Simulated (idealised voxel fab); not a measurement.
You're looking at the process module voxel transistor to metal.
It is cross-section cut that appears here, measuring 195 nm in width, its square cells being 5 nm in size.
Heads up, the way a cross-section reads in here is a grid of square cells, handed over as bands from the top down, with every band being one or more rows of cells.
First you get the band's top height and its bottom height, in nm, and then the materials it's made of, left to right, with each width in nm. If you see a single material with "everywhere", that one covers the band edge to edge. "blank" is empty space.
Basically, 0 is our baseline, since under it the wafer straight out of the box is all one material. The bottom band has no lower end and keeps on going down, so it looks like "0 down".
A width such as "30 to 40" changes by the same amount from each row of cells to the next, from the band's top row to its bottom row.
The cross-section has no changed cell in any step marked "changes: none".
For the entry "Enclosed voids", the listed items are empty spaces with no open way to the top whose size is 8 cells or more; each item follows the pattern width x height at distance, where distance is from the left edge and all three are in nm.
On a step's line, text after the settings is the simulator commenting on that step.
The line of a step may include "overlay nm". On a step with a mask, this value is how far to the right of its planned place the mask lay. A negative value means the mask lay to the left.

## Process steps (planned)
1: RECEIVE,material Si
2: CONFORMAL_DEP,material SiO2,thk nm 5
3: CONFORMAL_DEP,material SiN,thk nm 10
4: PATTERN,tone cover,mask id ACTIVE,material resist,width nm 125,thk nm 15,overlay nm 0
5: DIRECTIONAL_ETCH,etch materials SiN,depth nm 10
6: DIRECTIONAL_ETCH,etch materials SiO2,depth nm 5
7: DIRECTIONAL_ETCH,etch materials Si,depth nm 20
8: STRIP,etch materials resist
9: OXIDIZE,depth nm 5
10: FILL_DEP,material SiO2,thk nm 5
11: CMP,height nm 15
12: SELECTIVE_ETCH,etch materials SiO2,depth nm 10
13: STRIP,etch materials SiN
14: SELECTIVE_ETCH,etch materials SiO2,depth nm 5
15: OXIDIZE,depth nm 5
16: DIRECTIONAL_DEP,material polySi,thk nm 30
17: DIRECTIONAL_DEP,material SiCN,thk nm 15
18: PATTERN,tone cover,mask id GATE,material resist,width nm 35,thk nm 15,overlay nm 0
19: DIRECTIONAL_ETCH,etch materials SiCN,depth nm 25
20: DIRECTIONAL_ETCH,etch materials polySi,depth nm 40
21: STRIP,etch materials resist
22: CONFORMAL_DEP,material SiO2,thk nm 5
23: DIRECTIONAL_ETCH,etch materials SiO2,depth nm 5
24: CONFORMAL_DEP,material SiN,thk nm 5
25: DIRECTIONAL_ETCH,etch materials SiN,depth nm 5
26: DIRECTIONAL_ETCH,etch materials SiO2,depth nm 5
27: DIRECTIONAL_ETCH,etch materials Si,depth nm 15
28: EPI,material SiGe,thk nm 20
29: FILL_DEP,material SiO2,thk nm 5
30: CMP,height nm 30
31: STRIP,etch materials polySi
32: SELECTIVE_ETCH,etch materials SiO2,depth nm 5
33: CONFORMAL_DEP,material HfO2,thk nm 5
34: CONFORMAL_DEP,material TiN,thk nm 5
35: FILL_DEP,material W,thk nm 10
36: CMP,height nm 25
37: DIRECTIONAL_DEP,material SiO2,thk nm 10
38: DIRECTIONAL_DEP,material aC,thk nm 15
39: PATTERN,tone open,mask id CONTACT,material resist,width nm 15,pitch nm 90,thk nm 30,overlay nm 0
40: DIRECTIONAL_ETCH,etch materials aC,depth nm 15
41: STRIP,etch materials resist
42: DIRECTIONAL_ETCH,etch materials SiO2,depth nm 35
43: STRIP,etch materials aC
44: CONFORMAL_DEP,material TiN,thk nm 5
45: FILL_DEP,material Ru,thk nm 5
46: CMP,height nm 35
47: DIRECTIONAL_DEP,material TiN,thk nm 5
48: DIRECTIONAL_DEP,material W,thk nm 15
49: PATTERN,tone cover,mask id METAL_1,material resist,width nm 15,pitch nm 90,thk nm 15,overlay nm 0
50: DIRECTIONAL_ETCH,etch materials W,depth nm 15
51: DIRECTIONAL_ETCH,etch materials TiN,depth nm 5
52: STRIP,etch materials resist
53: FILL_DEP,material lowk,thk nm 10
54: CMP,height nm 55
55: CONFORMAL_DEP,material SiN,thk nm 5
Every wafer here starts from the same state; it is the step 49 width nm that distinguishes them, and the value the plan gives belongs to the first wafer.

## first wafer as received, after step 1
    0 down: Si everywhere
    Enclosed voids: none

## Cross-sectional representation of the first of several wafers at the end of the module, i.e. after its terminal step, step 55
    60 to 55: SiN everywhere
    55 to 40: 45 nm lowk, then 15 nm W, then 75 nm lowk, then 15 nm W, then 45 nm lowk
    40 to 35: 45 nm lowk, then 15 nm TiN, then 75 nm lowk, then 15 nm TiN, then 45 nm lowk
    35 to 25: 45 nm SiO2, then 5 nm TiN, then 5 nm Ru, then 5 nm TiN, then 75 nm SiO2, then 5 nm TiN, then 5 nm Ru, then 5 nm TiN, then 45 nm SiO2
    25 to 20: 45 nm SiO2, then 5 nm TiN, then 5 nm Ru, then 5 nm TiN, then 10 nm SiO2, then 5 nm SiN, then 5 nm HfO2, then 5 nm TiN, then 25 nm W, then 5 nm TiN, then 5 nm HfO2, then 5 nm SiN, then 10 nm SiO2, then 5 nm TiN, then 5 nm Ru, then 5 nm TiN, then 45 nm SiO2
    20 to 15: 45 nm SiO2, then 15 nm TiN, then 10 nm SiO2, then 5 nm SiN, then 5 nm HfO2, then 5 nm TiN, then 25 nm W, then 5 nm TiN, then 5 nm HfO2, then 5 nm SiN, then 10 nm SiO2, then 15 nm TiN, then 45 nm SiO2
    15 to 5: 45 nm SiO2, then 5 nm TiN, then 20 nm SiGe, then 5 nm SiN, then 5 nm HfO2, then 5 nm TiN, then 25 nm W, then 5 nm TiN, then 5 nm HfO2, then 5 nm SiN, then 20 nm SiGe, then 5 nm TiN, then 45 nm SiO2
    5 to 0: 45 nm SiO2, then 5 nm TiN, then 20 nm SiGe, then 5 nm SiN, then 5 nm HfO2, then 35 nm TiN, then 5 nm HfO2, then 5 nm SiN, then 20 nm SiGe, then 5 nm TiN, then 45 nm SiO2
    0 to -5: 35 nm SiO2, then 35 nm SiGe, then 5 nm SiO2, then 45 nm HfO2, then 5 nm SiO2, then 35 nm SiGe, then 35 nm SiO2
    -5 to -20: 40 nm SiO2, then 30 nm SiGe, then 55 nm Si, then 30 nm SiGe, then 40 nm SiO2
    -20 to -25: 40 nm SiO2, then 115 nm Si, then 40 nm SiO2
    -25 down: Si everywhere
    Enclosed voids: none

## Wafer cross-section (last wafer, module end)
    60 to 55: SiN everywhere
    55 to 40: 40 nm lowk, then 30 nm W, then 60 nm lowk, then 30 nm W, then 35 nm lowk
    40 to 35: 40 nm lowk, then 30 nm TiN, then 60 nm lowk, then 30 nm TiN, then 35 nm lowk
    35 to 25: 45 nm SiO2, then 5 nm TiN, then 5 nm Ru, then 5 nm TiN, then 75 nm SiO2, then 5 nm TiN, then 5 nm Ru, then 5 nm TiN, then 45 nm SiO2
    25 to 20: 45 nm SiO2, then 5 nm TiN, then 5 nm Ru, then 5 nm TiN, then 10 nm SiO2, then 5 nm SiN, then 5 nm HfO2, then 5 nm TiN, then 25 nm W, then 5 nm TiN, then 5 nm HfO2, then 5 nm SiN, then 10 nm SiO2, then 5 nm TiN, then 5 nm Ru, then 5 nm TiN, then 45 nm SiO2
    20 to 15: 45 nm SiO2, then 15 nm TiN, then 10 nm SiO2, then 5 nm SiN, then 5 nm HfO2, then 5 nm TiN, then 25 nm W, then 5 nm TiN, then 5 nm HfO2, then 5 nm SiN, then 10 nm SiO2, then 15 nm TiN, then 45 nm SiO2
    15 to 5: 45 nm SiO2, then 5 nm TiN, then 20 nm SiGe, then 5 nm SiN, then 5 nm HfO2, then 5 nm TiN, then 25 nm W, then 5 nm TiN, then 5 nm HfO2, then 5 nm SiN, then 20 nm SiGe, then 5 nm TiN, then 45 nm SiO2
    5 to 0: 45 nm SiO2, then 5 nm TiN, then 20 nm SiGe, then 5 nm SiN, then 5 nm HfO2, then 35 nm TiN, then 5 nm HfO2, then 5 nm SiN, then 20 nm SiGe, then 5 nm TiN, then 45 nm SiO2
    0 to -5: 35 nm SiO2, then 35 nm SiGe, then 5 nm SiO2, then 45 nm HfO2, then 5 nm SiO2, then 35 nm SiGe, then 35 nm SiO2
    -5 to -20: 40 nm SiO2, then 30 nm SiGe, then 55 nm Si, then 30 nm SiGe, then 40 nm SiO2
    -20 to -25: 40 nm SiO2, then 115 nm Si, then 40 nm SiO2
    -25 down: Si everywhere
    Enclosed voids: none

## Each row below is a wafer at the end of the module, listing for every material the number of cells it has gained (+) or lost (-) since it was received, followed by its closed voids
width nm 15 | +19 HfO2 | +6 Ru | -139 Si | +74 SiGe | +49 SiN | +244 SiO2 | +45 TiN | +38 W | +132 lowk | Enclosed voids: none
width nm 20 | +19 HfO2 | +6 Ru | -139 Si | +74 SiGe | +49 SiN | +244 SiO2 | +47 TiN | +44 W | +124 lowk | Enclosed voids: none
width nm 25 | +19 HfO2 | +6 Ru | -139 Si | +74 SiGe | +49 SiN | +244 SiO2 | +49 TiN | +50 W | +116 lowk | Enclosed voids: none
width nm 30 | +19 HfO2 | +6 Ru | -139 Si | +74 SiGe | +49 SiN | +244 SiO2 | +51 TiN | +56 W | +108 lowk | Enclosed voids: none
